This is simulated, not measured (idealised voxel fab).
process module | voxel transistor to metal
Each square cell in cross-section cut measures 5 nm, and the section as a whole is 170 nm wide.
Cross-section format: a grid of square cells, given as bands from top to bottom; each band is one or more rows of cells. This entry defines a band. It first specifies the height of the band's top and the height of its bottom in nm, and then specifies the band's materials from left to right, stating each material with its width in nm. The word "everywhere" identifies a single material that fills the band from edge to edge, while the word "air" identifies empty space. Height 0 is the level under which the wafer as received is all one material. The lowest band goes on downwards, as in "0 -> down". A width given as "30..40" starts at the first number in the band's top row and ends at the second number in its bottom row, shifting by an equal amount at every step from row to row. What does "nothing altered" mean for a step? It means no cell of the cross-section changed in that step. "Fully enclosed voids" specifies each empty space that is not open to the top and that occupies no fewer than 8 cells, using the form width x height at distance, the distance measured from the left edge and all three quantities in nm. The remark found on a step's line after its settings is issued by the simulator itself and pertains to that step. "overlay nm" denotes, for a step that has a mask, the displacement of the mask to the right of its planned place, with negative values corresponding to the left.

### These are the steps we planned for the process
1. RECEIVE: material Si
2. OXIDIZE: depth nm 5
3. CONFORMAL_DEP: material SiN, thk nm 15
4. PATTERN: tone cover, mask id ACTIVE, material resist, width nm 110, thk nm 15, overlay nm 0
5. DIRECTIONAL_ETCH: etch materials SiN, depth nm 15
6. DIRECTIONAL_ETCH: etch materials SiO2, depth nm 5
7. DIRECTIONAL_ETCH: etch materials Si, depth nm 25
8. STRIP: etch materials resist
9. FILL_DEP: material SiO2, thk nm 15
10. CMP: height nm 15
11. SELECTIVE_ETCH: etch materials SiO2, depth nm 10
12. STRIP: etch materials SiN
13. SELECTIVE_ETCH: etch materials SiO2, depth nm 5
14. OXIDIZE: depth nm 5
15. DIRECTIONAL_DEP: material polySi, thk nm 30
16. DIRECTIONAL_DEP: material SiCN, thk nm 10
17. MASKED_ETCH: tone cover, mask id GATE, width nm 20, etch materials SiCN, depth nm 20, overlay nm 0
18. MASKED_ETCH: tone cover, mask id GATE, width nm 20, etch materials polySi, depth nm 40, overlay nm 0
19. CONFORMAL_DEP: material SiO2, thk nm 5
20. DIRECTIONAL_ETCH: etch materials SiO2, depth nm 5
21. CONFORMAL_DEP: material SiN, thk nm 5
22. DIRECTIONAL_ETCH: etch materials SiN, depth nm 5
23. DIRECTIONAL_ETCH: etch materials SiO2, depth nm 5
24. DIRECTIONAL_ETCH: etch materials Si, depth nm 15
25. EPI: material nSi, thk nm 20
26. FILL_DEP: material SiO2, thk nm 5
27. CMP: height nm 35
28. DIRECTIONAL_DEP: material SiO2, thk nm 15
29. PATTERN: tone open, mask id CONTACT, material resist, width nm 30, pitch nm 60, thk nm 15, overlay nm 0
30. DIRECTIONAL_ETCH: etch materials SiO2, depth nm 40
31. STRIP: etch materials resist
32. CONFORMAL_DEP: material TiN, thk nm 5
33. FILL_DEP: material W, thk nm 10
34. CMP: height nm 50
35. DIRECTIONAL_DEP: material TiN, thk nm 5
36. DIRECTIONAL_DEP: material W, thk nm 15
37. PATTERN: tone cover, mask id METAL_1, material resist, width nm 20, pitch nm 70, thk nm 15, overlay nm 0
38. DIRECTIONAL_ETCH: etch materials W, depth nm 15
39. DIRECTIONAL_ETCH: etch materials TiN, depth nm 5
40. STRIP: etch materials resist
41. CONFORMAL_DEP: material SiN, thk nm 5
42. FILL_DEP: material lowk, thk nm 10
43. CMP: height nm 70
44. CONFORMAL_DEP: material SiCN, thk nm 5
45. DIRECTIONAL_DEP: material lowk, thk nm 25
46. DIRECTIONAL_DEP: material aC, thk nm 10
47. PATTERN: tone open, mask id METAL_2_HOLES, material resist, width nm 15, pitch nm 70, thk nm 25, overlay nm 0
48. DIRECTIONAL_ETCH: etch materials aC, depth nm 10
49. STRIP: etch materials resist
50. DIRECTIONAL_ETCH: etch materials lowk, depth nm 25
51. STRIP: etch materials aC
52. MASKED_ETCH: tone open, mask id METAL_2, width nm 20, pitch nm 70, etch materials lowk, depth nm 15, overlay nm 0
53. MASKED_ETCH: tone open, mask id METAL_2, width nm 20, pitch nm 70, etch materials SiCN, depth nm 5, overlay nm 0
54. CONFORMAL_DEP: material TiN, thk nm 5
55. FILL_DEP: material Cu, thk nm 10
56. CMP: height nm 100
57. CONFORMAL_DEP: material SiCN, thk nm 5

### Cross-section, incoming material, after step 1
- 0 -> down: Si everywhere
- Fully enclosed voids: none

### End-of-module cross-section. Starting structure and process plan as above; one mistake made in running it
- 105 -> 100: SiCN everywhere
- 100 -> 90: 40 of lowk, then 5 of TiN, then 10 of Cu, then 5 of TiN, then 50 of lowk, then 5 of TiN, then 10 of Cu, then 5 of TiN, then 40 of lowk
- 90 -> 85: 40 of lowk, then 5 of TiN, then 5 of Cu, then 10 of TiN, then 50 of lowk, then 5 of TiN, then 5 of Cu, then 10 of TiN, then 40 of lowk
- 85 -> 75: 40 of lowk, then 5 of TiN, then 5 of Cu, then 5 of TiN, then 55 of lowk, then 5 of TiN, then 5 of Cu, then 5 of TiN, then 45 of lowk
- 75 -> 70: 40 of SiCN, then 15 of TiN, then 55 of SiCN, then 15 of TiN, then 45 of SiCN
- 70 -> 65: 40 of SiN, then 20 of TiN, then 50 of SiN, then 20 of TiN, then 40 of SiN
- 65 -> 55: W everywhere
- 55 -> 50: 45 of TiN, then 20 of W, then 40 of TiN, then 20 of W, then 45 of TiN
- 50 -> 40: 40 of SiO2, then 5 of TiN, then 20 of W, then 5 of TiN, then 30 of SiO2, then 5 of TiN, then 20 of W, then 5 of TiN, then 40 of SiO2
- 40 -> 35: 40 of SiO2, then 5 of TiN, then 15 of W, then 10 of TiN, then 30 of SiO2, then 10 of TiN, then 15 of W, then 5 of TiN, then 40 of SiO2
- 35 -> 25: 40 of SiO2, then 5 of TiN, then 15 of W, then 5 of TiN, then 5 of SiN, then 5 of SiO2, then 20 of SiCN, then 5 of SiO2, then 5 of SiN, then 5 of TiN, then 15 of W, then 5 of TiN, then 40 of SiO2
- 25 -> 15: 40 of SiO2, then 5 of TiN, then 15 of W, then 5 of TiN, then 5 of SiN, then 5 of SiO2, then 20 of polySi, then 5 of SiO2, then 5 of SiN, then 5 of TiN, then 15 of W, then 5 of TiN, then 40 of SiO2
- 15 -> 10: 40 of SiO2, then 25 of TiN, then 5 of SiN, then 5 of SiO2, then 20 of polySi, then 5 of SiO2, then 5 of SiN, then 25 of TiN, then 40 of SiO2
- 10 -> 0: 25 of SiO2, then 40 of nSi, then 5 of SiN, then 5 of SiO2, then 20 of polySi, then 5 of SiO2, then 5 of SiN, then 40 of nSi, then 25 of SiO2
- 0 -> -5: 25 of SiO2, then 5 of nSi, then 5 of SiN, then 30 of nSi, then 5 of SiN, then 5 of SiO2, then 20 of polySi, then 5 of SiO2, then 5 of SiN, then 30 of nSi, then 5 of SiN, then 5 of nSi, then 25 of SiO2
- -5 -> -10: 35 of SiO2, then 30 of nSi, then 40 of SiO2, then 30 of nSi, then 35 of SiO2
- -10 -> -25: 30 of SiO2, then 5 of Si, then 30 of nSi, then 40 of Si, then 30 of nSi, then 5 of Si, then 30 of SiO2
- -25 -> -30: 30 of SiO2, then 110 of Si, then 30 of SiO2
- -30 -> down: Si everywhere
- Fully enclosed voids: none
Finding, execution versus plan: step 34 was left out
